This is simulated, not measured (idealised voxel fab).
This is a process module. Its name is voxel self aligned vias.
Section cut is 245 nm wide and gridded with 5 nm square cells.
Format of a cross-section: grid, square cells. Given as bands. Order: top down. Band: one or more rows of cells. Top, bottom (nm), then materials left to right with widths (nm); lone material tagged "edge to edge" fills the whole band edge to edge; "empty" = empty space. Measure heights from 0. That's the level where, below it, the as-received wafer is all one material. The lowest band is bottomless and extends downward; write it as in "from 0 down". Width spec "30->40" -> top row of cells at first value, bottom row at second value, equal per-row change in between. The cross-section has no changed cell in any step marked "nothing different". Empty spaces counting at least 8 cells and having no open way to the top are listed in "Fully closed voids". The notation width x height at distance is used for each, the distance being from the left edge and all three values in nm. Note: text after step settings on the step line = simulator remark on that step. When a step includes a mask, the "overlay nm" setting on its line states how far to the right of its planned place that mask lay, and negative values state how far to the left.
The steps planned for the process are as follows:
| 1 | RECEIVE [material Si] |
| 2 | CONFORMAL_DEP [material SiO2] [thk nm 10] |
| 3 | CONFORMAL_DEP [material SiCN] [thk nm 5] |
| 4 | DIRECTIONAL_DEP [material lowk] [thk nm 30] |
| 5 | MASKED_ETCH [tone open] [mask id LINES] [width nm 25] [pitch nm 50] [etch materials lowk] [depth nm 30] [overlay nm 0] |
| 6 | CONFORMAL_DEP [material TiN] [thk nm 5] |
| 7 | FILL_DEP [material Ru] [thk nm 5] |
| 8 | CMP [height nm 45] |
| 9 | SELECTIVE_ETCH [etch materials W Ru TiN] [depth nm 5] |
| 10 | FILL_DEP [material SiN] [thk nm 10] |
| 11 | CMP [height nm 45] |
| 12 | DIRECTIONAL_DEP [material lowk] [thk nm 20] |
| 13 | DIRECTIONAL_DEP [material aC] [thk nm 10] |
| 14 | PATTERN [tone open] [mask id VIAS] [material resist] [width nm 35] [pitch nm 50] [thk nm 25] [overlay nm 0] |
| 15 | DIRECTIONAL_ETCH [etch materials aC] [depth nm 10] |
| 16 | STRIP [etch materials resist] |
| 17 | DIRECTIONAL_ETCH [etch materials lowk] [depth nm 20] |
| 18 | DIRECTIONAL_ETCH [etch materials SiN] [depth nm 5] |
| 19 | STRIP [etch materials aC] |
| 20 | CONFORMAL_DEP [material TiN] [thk nm 5] |
| 21 | FILL_DEP [material Ru] [thk nm 10] |
| 22 | CMP [height nm 65] |
| 23 | CONFORMAL_DEP [material SiCN] [thk nm 5] |
The first wafer of two, processed as planned:
As-received wafer cross-section (after step 1):
	from 0 down = Si edge to edge
	Fully closed voids: none
Wafer after step 2 (cross-section):
	from 10 to 0 = SiO2 edge to edge
	Nothing below the height 0 has changed.
Wafer after step 3 (cross-section):
	from 15 to 10 = SiCN edge to edge
	Nothing below the height 10 has changed.
Wafer after step 4 (cross-section):
	from 45 to 15 = lowk edge to edge
	Nothing below the height 15 has changed.
Wafer after step 5 (cross-section):
	from 45 to 15 = lowk 85 nm / empty 25 nm / lowk 25 nm / empty 25 nm / lowk 85 nm
	Nothing below the height 15 has changed.
Wafer after step 6 (cross-section):
	from 50 to 45 = TiN 90 nm / empty 15 nm / TiN 35 nm / empty 15 nm / TiN 90 nm
	from 45 to 20 = lowk 85 nm / TiN 5 nm / empty 15 nm / TiN 5 nm / lowk 25 nm / TiN 5 nm / empty 15 nm / TiN 5 nm / lowk 85 nm
	from 20 to 15 = lowk 85 nm / TiN 25 nm / lowk 25 nm / TiN 25 nm / lowk 85 nm
	Nothing below the height 15 has changed.
Wafer after step 7 (cross-section):
	from 55 to 50 = Ru edge to edge
	from 50 to 45 = TiN 90 nm / Ru 15 nm / TiN 35 nm / Ru 15 nm / TiN 90 nm
	from 45 to 20 = lowk 85 nm / TiN 5 nm / Ru 15 nm / TiN 5 nm / lowk 25 nm / TiN 5 nm / Ru 15 nm / TiN 5 nm / lowk 85 nm
	Nothing below the height 20 has changed.
Wafer after step 8 (cross-section):
	from 45 to 20 = lowk 85 nm / TiN 5 nm / Ru 15 nm / TiN 5 nm / lowk 25 nm / TiN 5 nm / Ru 15 nm / TiN 5 nm / lowk 85 nm
	Nothing below the height 20 has changed.
Wafer after step 9 (cross-section):
	from 45 to 40 = lowk 85 nm / empty 25 nm / lowk 25 nm / empty 25 nm / lowk 85 nm
	Nothing below the height 40 has changed.
Wafer after step 10 (cross-section):
	from 55 to 45 = SiN edge to edge
	from 45 to 40 = lowk 85 nm / SiN 25 nm / lowk 25 nm / SiN 25 nm / lowk 85 nm
	Nothing below the height 40 has changed.
Wafer after step 11 (cross-section):
	from 45 to 40 = lowk 85 nm / SiN 25 nm / lowk 25 nm / SiN 25 nm / lowk 85 nm
	Nothing below the height 40 has changed.
Wafer after step 12 (cross-section):
	from 65 to 45 = lowk edge to edge
	Nothing below the height 45 has changed.
Wafer after step 13 (cross-section):
	from 75 to 65 = aC edge to edge
	Nothing below the height 65 has changed.
Wafer after step 14 (cross-section):
	from 100 to 75 = resist 80 nm / empty 35 nm / resist 15 nm / empty 35 nm / resist 80 nm
	Nothing below the height 75 has changed.
Wafer after step 15 (cross-section):
	from 90 to 75 = resist 80 nm / empty 35 nm / resist 15 nm / empty 35 nm / resist 80 nm
	from 75 to 65 = aC 80 nm / empty 35 nm / aC 15 nm / empty 35 nm / aC 80 nm
	Nothing below the height 65 has changed.
Wafer after step 16 (cross-section):
	from 75 to 65 = aC 80 nm / empty 35 nm / aC 15 nm / empty 35 nm / aC 80 nm
	Nothing below the height 65 has changed.
Wafer after step 17 (cross-section):
	from 75 to 65 = aC 80 nm / empty 35 nm / aC 15 nm / empty 35 nm / aC 80 nm
	from 65 to 45 = lowk 80 nm / empty 35 nm / lowk 15 nm / empty 35 nm / lowk 80 nm
	Nothing below the height 45 has changed.
Wafer after step 18 (cross-section):
	from 75 to 65 = aC 80 nm / empty 35 nm / aC 15 nm / empty 35 nm / aC 80 nm
	from 65 to 45 = lowk 80 nm / empty 35 nm / lowk 15 nm / empty 35 nm / lowk 80 nm
	from 45 to 40 = lowk 85 nm / empty 25 nm / lowk 25 nm / empty 25 nm / lowk 85 nm
	Nothing below the height 40 has changed.
Wafer after step 19 (cross-section):
	from 65 to 45 = lowk 80 nm / empty 35 nm / lowk 15 nm / empty 35 nm / lowk 80 nm
	Nothing below the height 45 has changed.
Wafer after step 20 (cross-section):
	from 70 to 65 = TiN 85 nm / empty 25 nm / TiN 25 nm / empty 25 nm / TiN 85 nm
	from 65 to 50 = lowk 80 nm / TiN 5 nm / empty 25 nm / TiN 5 nm / lowk 15 nm / TiN 5 nm / empty 25 nm / TiN 5 nm / lowk 80 nm
	from 50 to 45 = lowk 80 nm / TiN 10 nm / empty 15 nm / TiN 10 nm / lowk 15 nm / TiN 10 nm / empty 15 nm / TiN 10 nm / lowk 80 nm
	from 45 to 40 = lowk 85 nm / TiN 25 nm / lowk 25 nm / TiN 25 nm / lowk 85 nm
	Nothing below the height 40 has changed.
Wafer after step 21 (cross-section):
	from 80 to 70 = Ru edge to edge
	from 70 to 65 = TiN 85 nm / Ru 25 nm / TiN 25 nm / Ru 25 nm / TiN 85 nm
	from 65 to 50 = lowk 80 nm / TiN 5 nm / Ru 25 nm / TiN 5 nm / lowk 15 nm / TiN 5 nm / Ru 25 nm / TiN 5 nm / lowk 80 nm
	from 50 to 45 = lowk 80 nm / TiN 10 nm / Ru 15 nm / TiN 10 nm / lowk 15 nm / TiN 10 nm / Ru 15 nm / TiN 10 nm / lowk 80 nm
	Nothing below the height 45 has changed.
Wafer after step 22 (cross-section):
	from 65 to 50 = lowk 80 nm / TiN 5 nm / Ru 25 nm / TiN 5 nm / lowk 15 nm / TiN 5 nm / Ru 25 nm / TiN 5 nm / lowk 80 nm
	Nothing below the height 50 has changed.
Wafer after step 23 (cross-section):
	from 70 to 65 = SiCN edge to edge
	Nothing below the height 65 has changed.
Now the other wafer: same start, same recipe, but we messed up one thing when running it. Up to and including step 22 it's the same as the first one:
When step 23 should have ended:
	from 70 to 65 = SiO2 edge to edge
	Nothing below the height 65 has changed.
Where did the run depart from the plan? step 23 went in with a setting other than planned; the actual run was CONFORMAL_DEP [material SiO2] [thk nm 5]
At the finish, the second wafer shows more or fewer cells for some materials than the first does: SiCN: 49 fewer | SiO2: 49 more
